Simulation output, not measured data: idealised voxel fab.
The process module presented herein is designated voxel double patterning.
The cross-section on display is named cut; it measures 225 nm wide, and its cells are 5 nm squares.
Format of a cross-section: grid, square cells. Given as bands. Order: top down. Band: one or more rows of cells.
Heads up on the band format: heights come first, top then bottom, in nm. After that it's the materials left to right, each with its width in nm. A single material flagged "throughout" fills the whole band edge to edge, and "air" means there's empty space there.
Basically, 0 is our baseline, since under it the wafer straight out of the box is all one material. The bottom band has no lower end and keeps on going down, so it looks like "0 nm and below".
Width: "30->40" (first number = top row, second number = bottom row, same change from row to row of cells).
Any step labelled "no modifications" changed none of the cells in the cross-section.
"Enclosed empty spaces": empty spaces of 8 cells or more with no open way to the top, each given as width x height at distance, distance from the left edge, all in nm.
after a step's settings: what the simulator itself notes on the step
"overlay nm" answers the question of how far to the right of plan the mask lay on a step that has a mask, and when it is negative the answer is to the left.

The steps planned for the process are as follows:
- 1: RECEIVE (material Si)
- 2: CONFORMAL_DEP (material SiO2; thk nm 5)
- 3: DIRECTIONAL_DEP (material W; thk nm 20)
- 4: DIRECTIONAL_DEP (material SiCN; thk nm 10)
- 5: DIRECTIONAL_DEP (material aC; thk nm 15)
- 6: PATTERN (tone open; mask id FIRST; material resist; width nm 15; pitch nm 50; thk nm 35; overlay nm 0)
- 7: DIRECTIONAL_ETCH (etch materials aC; depth nm 15)
- 8: STRIP (etch materials resist)
- 9: DIRECTIONAL_ETCH (etch materials SiCN; depth nm 10)
- 10: STRIP (etch materials aC)
- 11: DIRECTIONAL_DEP (material aC; thk nm 10)
- 12: PATTERN (tone open; mask id SECOND; material resist; width nm 15; thk nm 25; overlay nm 0)
- 13: DIRECTIONAL_ETCH (etch materials aC; depth nm 10)
- 14: STRIP (etch materials resist)
- 15: DIRECTIONAL_ETCH (etch materials SiCN; depth nm 10)
- 16: STRIP (etch materials aC)
- 17: DIRECTIONAL_ETCH (etch materials W; depth nm 20)
- 18: STRIP (etch materials SiCN)

The first of a set of two wafers, run to plan:

Cross-section of the wafer upon arrival, representing the state reached after step 1:
	0 nm and below  Si throughout
	Enclosed empty spaces: none

After step 2, in cross-section:
	5 nm to 0 nm  SiO2 throughout
	Below 0 it's all the same as before, nothing changed down there.

After step 3, in cross-section:
	25 nm to 5 nm  W throughout
	Below 5 it's all the same as before, nothing changed down there.

After step 4, in cross-section:
	35 nm to 25 nm  SiCN throughout
	Below 25 it's all the same as before, nothing changed down there.

After step 5, in cross-section:
	50 nm to 35 nm  aC throughout
	Below 35 it's all the same as before, nothing changed down there.

After step 6, in cross-section:
	85 nm to 50 nm  resist (80), air (15), resist (35), air (15), resist (80)
	Below 50 it's all the same as before, nothing changed down there.

After step 7, in cross-section:
	70 nm to 50 nm  resist (80), air (15), resist (35), air (15), resist (80)
	50 nm to 35 nm  aC (80), air (15), aC (35), air (15), aC (80)
	Below 35 it's all the same as before, nothing changed down there.

After step 8, in cross-section:
	50 nm to 35 nm  aC (80), air (15), aC (35), air (15), aC (80)
	Below 35 it's all the same as before, nothing changed down there.

After step 9, in cross-section:
	50 nm to 35 nm  aC (80), air (15), aC (35), air (15), aC (80)
	35 nm to 25 nm  SiCN (80), air (15), SiCN (35), air (15), SiCN (80)
	Below 25 it's all the same as before, nothing changed down there.

After step 10, in cross-section:
	35 nm to 25 nm  SiCN (80), air (15), SiCN (35), air (15), SiCN (80)
	Below 25 it's all the same as before, nothing changed down there.

After step 11, in cross-section:
	45 nm to 35 nm  aC (80), air (15), aC (35), air (15), aC (80)
	35 nm to 25 nm  SiCN (80), aC (15), SiCN (35), aC (15), SiCN (80)
	Below 25 it's all the same as before, nothing changed down there.

After step 12, in cross-section:
	70 nm to 45 nm  resist (105), air (15), resist (105)
	45 nm to 35 nm  aC (80), resist (15), aC (35), resist (15), aC (80)
	Below 35 it's all the same as before, nothing changed down there.

After step 13, in cross-section:
	60 nm to 45 nm  resist (105), air (15), resist (105)
	45 nm to 35 nm  aC (80), resist (15), aC (10), air (15), aC (10), resist (15), aC (80)
	Below 35 it's all the same as before, nothing changed down there.

After step 14, in cross-section:
	45 nm to 35 nm  aC (80), air (15), aC (10), air (15), aC (10), air (15), aC (80)
	Below 35 it's all the same as before, nothing changed down there.

After step 15, in cross-section:
	45 nm to 35 nm  aC (80), air (15), aC (10), air (15), aC (10), air (15), aC (80)
	35 nm to 25 nm  SiCN (80), aC (15), SiCN (10), air (15), SiCN (10), aC (15), SiCN (80)
	Below 25 it's all the same as before, nothing changed down there.

After step 16, in cross-section:
	35 nm to 25 nm  SiCN (80), air (15), SiCN (10), air (15), SiCN (10), air (15), SiCN (80)
	Below 25 it's all the same as before, nothing changed down there.

After step 17, in cross-section:
	35 nm to 25 nm  SiCN (80), air (15), SiCN (10), air (15), SiCN (10), air (15), SiCN (80)
	25 nm to 5 nm  W (80), air (15), W (10), air (15), W (10), air (15), W (80)
	Below 5 it's all the same as before, nothing changed down there.

After step 18, in cross-section:
	25 nm to 5 nm  W (80), air (15), W (10), air (15), W (10), air (15), W (80)
	Below 5 it's all the same as before, nothing changed down there.

For the second wafer, take the first wafer's start and plan, then add one mistake made in running it; everything through step 1, that step included, is shared with the first:

Second wafer, section view, time point: scheduled end of step 2: no modifications

Second wafer, section view, time point: scheduled end of step 3:
	20 nm to 0 nm  W throughout
	Below 0 it's all the same as before, nothing changed down there.

Second wafer, section view, time point: scheduled end of step 4:
	30 nm to 20 nm  SiCN throughout
	Below 20 it's all the same as before, nothing changed down there.

Second wafer, section view, time point: scheduled end of step 5:
	45 nm to 30 nm  aC throughout
	Below 30 it's all the same as before, nothing changed down there.

Second wafer, section view, time point: scheduled end of step 6:
	80 nm to 45 nm  resist (80), air (15), resist (35), air (15), resist (80)
	Below 45 it's all the same as before, nothing changed down there.

Second wafer, section view, time point: scheduled end of step 7:
	65 nm to 45 nm  resist (80), air (15), resist (35), air (15), resist (80)
	45 nm to 30 nm  aC (80), air (15), aC (35), air (15), aC (80)
	Below 30 it's all the same as before, nothing changed down there.

Second wafer, section view, time point: scheduled end of step 8:
	45 nm to 30 nm  aC (80), air (15), aC (35), air (15), aC (80)
	Below 30 it's all the same as before, nothing changed down there.

Second wafer, section view, time point: scheduled end of step 9:
	45 nm to 30 nm  aC (80), air (15), aC (35), air (15), aC (80)
	30 nm to 20 nm  SiCN (80), air (15), SiCN (35), air (15), SiCN (80)
	Below 20 it's all the same as before, nothing changed down there.

Second wafer, section view, time point: scheduled end of step 10:
	30 nm to 20 nm  SiCN (80), air (15), SiCN (35), air (15), SiCN (80)
	Below 20 it's all the same as before, nothing changed down there.

Second wafer, section view, time point: scheduled end of step 11:
	40 nm to 30 nm  aC (80), air (15), aC (35), air (15), aC (80)
	30 nm to 20 nm  SiCN (80), aC (15), SiCN (35), aC (15), SiCN (80)
	Below 20 it's all the same as before, nothing changed down there.

Second wafer, section view, time point: scheduled end of step 12:
	65 nm to 40 nm  resist (105), air (15), resist (105)
	40 nm to 30 nm  aC (80), resist (15), aC (35), resist (15), aC (80)
	Below 30 it's all the same as before, nothing changed down there.

Second wafer, section view, time point: scheduled end of step 13:
	55 nm to 40 nm  resist (105), air (15), resist (105)
	40 nm to 30 nm  aC (80), resist (15), aC (10), air (15), aC (10), resist (15), aC (80)
	Below 30 it's all the same as before, nothing changed down there.

Second wafer, section view, time point: scheduled end of step 14:
	40 nm to 30 nm  aC (80), air (15), aC (10), air (15), aC (10), air (15), aC (80)
	Below 30 it's all the same as before, nothing changed down there.

Second wafer, section view, time point: scheduled end of step 15:
	40 nm to 30 nm  aC (80), air (15), aC (10), air (15), aC (10), air (15), aC (80)
	30 nm to 20 nm  SiCN (80), aC (15), SiCN (10), air (15), SiCN (10), aC (15), SiCN (80)
	Below 20 it's all the same as before, nothing changed down there.

Second wafer, section view, time point: scheduled end of step 16:
	30 nm to 20 nm  SiCN (80), air (15), SiCN (10), air (15), SiCN (10), air (15), SiCN (80)
	Below 20 it's all the same as before, nothing changed down there.

Second wafer, section view, time point: scheduled end of step 17:
	30 nm to 20 nm  SiCN (80), air (15), SiCN (10), air (15), SiCN (10), air (15), SiCN (80)
	20 nm to 0 nm  W (80), air (15), W (10), air (15), W (10), air (15), W (80)
	Below 0 it's all the same as before, nothing changed down there.

Second wafer, section view, time point: scheduled end of step 18:
	20 nm to 0 nm  W (80), air (15), W (10), air (15), W (10), air (15), W (80)
	Below 0 it's all the same as before, nothing changed down there.
Run error: step 2 of the plan: omitted, not performed
In the final state, the cell counts of the second wafer exceed or fall short of those of the first for the following materials: SiO2: 45 fewer
